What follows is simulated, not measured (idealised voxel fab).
Documented hereafter: the process module known as voxel trench capacitor.
225 nm wide, 5 nm square cells: that's cross-section cut.
For the purposes of this document, a cross-section shall be understood as a grid of square cells, specified as bands listed in top-to-bottom order, each band consisting of one or more rows of cells.
A band entry consists of two parts. The first gives the height of the band's top and the height of its bottom, in nm. The rest lists the band's materials from left to right, each with its width in nm. A single material labelled with the word "edge to edge" fills the band from edge to edge, and the word "air" marks empty space.
Beneath 0, the wafer as received is one material, and that level is where height counting begins. The lowest band goes on downward without a bottom; it is written like "0 nm and below".
The two numbers in a width such as "30->40" mark its ends across the band: the first belongs to the top row of cells, the second to the bottom row, and from each row to the next the width moves by the same amount.
"nothing different" for a step: no cell of the cross-section changed in that step.
The entry "Closed void roster" lists the empty spaces that cover at least 8 cells and have no open path to the top. Each is written as width x height at distance, where the distance is measured from the left edge and all three values are in nm.
Text after the settings on a step's line: the simulator's own remark on that step.
The optional step-line setting "overlay nm" applies to steps with a mask and quantifies how far to the right of its planned location the mask lay, a negative value indicating leftward placement.

[Here's what the planned process steps look like]
step 1: RECEIVE, material Si
step 2: CONFORMAL_DEP, material SiN, thk nm 5
step 3: PATTERN, tone open, mask id TRENCH, material resist, width nm 25, pitch nm 45, thk nm 15, overlay nm 0
step 4: DIRECTIONAL_ETCH, etch materials SiN, depth nm 5
step 5: DIRECTIONAL_ETCH, etch materials Si, depth nm 40
step 6: STRIP, etch materials resist
step 7: CONFORMAL_DEP, material Al2O3, thk nm 5
step 8: FILL_DEP, material polySi, thk nm 5
step 9: CMP, height nm 5

[This is the cross-section of the wafer as we received it, i.e. after step 1]
- 0 nm and below | Si edge to edge
- Closed void roster: none

[Looking at the first of two wafers in cross-section at end of module - ran to plan]
- 5 nm to 0 nm | SiN=30, then Al2O3=5, then polySi=15, then Al2O3=5, then SiN=20, then Al2O3=5, then polySi=15, then Al2O3=5, then SiN=20, then Al2O3=5, then polySi=15, then Al2O3=5, then SiN=20, then Al2O3=5, then polySi=15, then Al2O3=5, then SiN=35
- 0 nm to -35 nm | Si=30, then Al2O3=5, then polySi=15, then Al2O3=5, then Si=20, then Al2O3=5, then polySi=15, then Al2O3=5, then Si=20, then Al2O3=5, then polySi=15, then Al2O3=5, then Si=20, then Al2O3=5, then polySi=15, then Al2O3=5, then Si=35
- -35 nm to -40 nm | Si=30, then Al2O3=25, then Si=20, then Al2O3=25, then Si=20, then Al2O3=25, then Si=20, then Al2O3=25, then Si=35
- -40 nm and below | Si edge to edge
- Closed void roster: none

[Module end: cross-section of wafer two of two. Same start and process plan as the first wafer. One mistake during execution]
- 5 nm to 0 nm | SiN=30, then Al2O3=5, then polySi=15, then Al2O3=5, then SiN=20, then Al2O3=5, then polySi=15, then Al2O3=5, then SiN=20, then Al2O3=5, then polySi=15, then Al2O3=5, then SiN=20, then Al2O3=5, then polySi=15, then Al2O3=5, then SiN=35
- 0 nm to -25 nm | Si=30, then Al2O3=5, then polySi=15, then Al2O3=5, then Si=20, then Al2O3=5, then polySi=15, then Al2O3=5, then Si=20, then Al2O3=5, then polySi=15, then Al2O3=5, then Si=20, then Al2O3=5, then polySi=15, then Al2O3=5, then Si=35
- -25 nm to -30 nm | Si=30, then Al2O3=25, then Si=20, then Al2O3=25, then Si=20, then Al2O3=25, then Si=20, then Al2O3=25, then Si=35
- -30 nm and below | Si edge to edge
- Closed void roster: none
In executing the process, a mistake was made relative to the plan: not per plan at step 5, really ran DIRECTIONAL_ETCH, etch materials Si, depth nm 30
Final cells, second wafer relative to first, materials higher or lower: -16 Al2O3; +40 Si; -24 polySi
